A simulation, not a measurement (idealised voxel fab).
process module | voxel ribs on slabs
cross-section cut | 265 nm wide | cells 5 nm
A cross-section is a grid of square cells, given in bands from the top down. A band is one or more rows of cells.
Each band's line starts with the height of the band's top and of its bottom, in nm. Then come its materials from left to right, each with its width in nm. One material with "throughout" fills the band from edge to edge. "air" is empty space.
Height 0 is the level under which the wafer as received is all one material. The lowest band goes on downwards, as in "0 down".
A width such as "30 to 40" changes by the same amount from each row of cells to the next, from the band's top row to its bottom row.
"no change" after a step means that no cell of the cross-section changed.
closed voids: empty space of 8 cells or more with no open way to the top, each as width x height at its distance from the left edge, in nm
after a step's settings: what the simulator itself notes on the step
overlay nm, on a step with a mask: how far to the right of its planned place the mask lay; to the left if negative
plan
1 op RECEIVE | material Si
2 op DIRECTIONAL_DEP | material SiO2 | thk nm 25
3 op DIRECTIONAL_DEP | material polySi | thk nm 15
4 op PATTERN | tone cover | mask id RIB | material resist | width nm 30 | thk nm 20 | overlay nm 0
5 op DIRECTIONAL_ETCH | etch materials polySi | depth nm 5
6 op STRIP | etch materials resist
7 op PATTERN | tone cover | mask id SLAB | material resist | width nm 70 | thk nm 15 | overlay nm 0
8 op DIRECTIONAL_ETCH | etch materials polySi | depth nm 10
9 op STRIP | etch materials resist
10 op FILL_DEP | material SiO2 | thk nm 15
11 op CMP | height nm 50
12 op DIRECTIONAL_DEP | material TiN | thk nm 5
13 op DIRECTIONAL_DEP | material aC | thk nm 15
14 op PATTERN | tone cover | mask id HEATER | material resist | width nm 40 | thk nm 35 | overlay nm 0
15 op DIRECTIONAL_ETCH | etch materials aC | depth nm 15
16 op STRIP | etch materials resist
17 op DIRECTIONAL_ETCH | etch materials TiN | depth nm 5
18 op STRIP | etch materials aC
19 op CONFORMAL_DEP | material SiO2 | thk nm 10
as received, after step 1
  0 down: Si throughout
  closed voids: none
a wafer at the end: this start, this plan, one mistake
  65 to 60: air 100 | SiO2 60 | air 105
  60 to 55: SiO2 throughout
  55 to 50: SiO2 110 | TiN 40 | SiO2 115
  50 to 40: SiO2 throughout
  40 to 35: SiO2 120 | polySi 20 | SiO2 125
  35 to 25: SiO2 95 | polySi 70 | SiO2 100
  25 to 0: SiO2 throughout
  0 down: Si throughout
  closed voids: none
what went wrong: step 4 ran as: op PATTERN | tone cover | mask id RIB | material resist | width nm 20 | thk nm 20 | overlay nm 0
